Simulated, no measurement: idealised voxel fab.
The process module that follows is named voxel self aligned contacts.
Section shown: cut. Width: 160 nm. Cell size: 5 nm, square.
Cross-section, as written here: a square-cell grid given band by band from the top down, where a band holds one or more rows of cells. Band: top height; bottom height; in nm. Then, left to right: material with width in nm, for each material. "throughout": a single material spanning edge to edge. "air": empty space. For the purposes of this specification, 0 denotes the height below which the wafer in its as-received condition is composed wholly of one material, and the lowermost band, lacking a lower limit, extends downward without end, as expressed in "0..down". Width "30->40": first value at the band's top row of cells, second value at its bottom row, equal change from row to row. Step marked "same as before"? Then no cell in the cross-section changed in it. In "Sealed cavities" the enclosed voids are listed, meaning empty spaces of 8 cells or larger without any opening to the top. The form is width x height at distance, distance from the left edge, units nm. If you see something after the settings on a step's line, that's the simulator's own remark about that step. For masked steps, "overlay nm" on the step line gives how far right of plan the mask actually lay; a minus sign means it lay to the left.

SET OUT BELOW ARE THE PLANNED STEPS OF THE PROCESS
1: RECEIVE,material Si
2: CONFORMAL_DEP,material SiO2,thk nm 5
3: DIRECTIONAL_DEP,material polySi,thk nm 20
4: DIRECTIONAL_DEP,material SiN,thk nm 20
5: MASKED_ETCH,tone cover,mask id GATE,width nm 30,pitch nm 75,etch materials SiN,depth nm 20,overlay nm 0
6: MASKED_ETCH,tone cover,mask id GATE,width nm 30,pitch nm 75,etch materials polySi,depth nm 20,overlay nm 0
7: CONFORMAL_DEP,material SiN,thk nm 10
8: DIRECTIONAL_ETCH,etch materials SiN,depth nm 10
9: FILL_DEP,material SiO2,thk nm 15
10: CMP,height nm 50
11: PATTERN,tone open,mask id CONTACT,material resist,width nm 55,thk nm 20,overlay nm 0
12: DIRECTIONAL_ETCH,etch materials SiO2,depth nm 50
13: STRIP,etch materials resist
14: CONFORMAL_DEP,material TiN,thk nm 5
15: FILL_DEP,material W,thk nm 10
16: CMP,height nm 50
17: CONFORMAL_DEP,material SiN,thk nm 5

RECEIVED-STATE CROSS-SECTION, REFLECTING COMPLETION OF STEP 1
- 0..down: Si throughout
- Sealed cavities: none

FIRST OF TWO WAFERS AT THE END OF THE MODULE, SHOWN IN CROSS-SECTION; RUN CARRIED OUT AS PLANNED
- 55..50: SiN throughout
- 50..45: 50 of SiO2 / 20 of TiN / 15 of W / 20 of TiN / 55 of SiO2
- 45..25: 15 of SiO2 / 50 of SiN / 5 of TiN / 15 of W / 5 of TiN / 50 of SiN / 20 of SiO2
- 25..5: 15 of SiO2 / 10 of SiN / 30 of polySi / 10 of SiN / 5 of TiN / 15 of W / 5 of TiN / 10 of SiN / 30 of polySi / 10 of SiN / 20 of SiO2
- 5..0: 65 of SiO2 / 25 of TiN / 70 of SiO2
- 0..down: Si throughout
- Sealed cavities: none

THE SECOND WAFER, SHOWN IN CROSS-SECTION AFTER THE MODULE: STARTED THE SAME WAY AS THE FIRST AND GIVEN THE SAME PLAN, YET ONE MISTAKE CREPT INTO HOW IT WAS RUN
- 55..50: SiN throughout
- 50..40: 50 of SiO2 / 5 of TiN / 45 of W / 5 of TiN / 55 of SiO2
- 40..35: 50 of SiO2 / 10 of TiN / 35 of W / 10 of TiN / 55 of SiO2
- 35..25: 25 of SiO2 / 30 of SiN / 5 of TiN / 35 of W / 5 of TiN / 30 of SiN / 30 of SiO2
- 25..5: 25 of SiO2 / 30 of polySi / 5 of TiN / 35 of W / 5 of TiN / 30 of polySi / 30 of SiO2
- 5..0: 55 of SiO2 / 45 of TiN / 60 of SiO2
- 0..down: Si throughout
- Sealed cavities: none
In executing the process, a mistake was made relative to the plan: step 7 of the plan was jumped over and never run
At the finish, the second wafer shows more or fewer cells for some materials than the first does: SiN -88, SiO2 +48, W +40
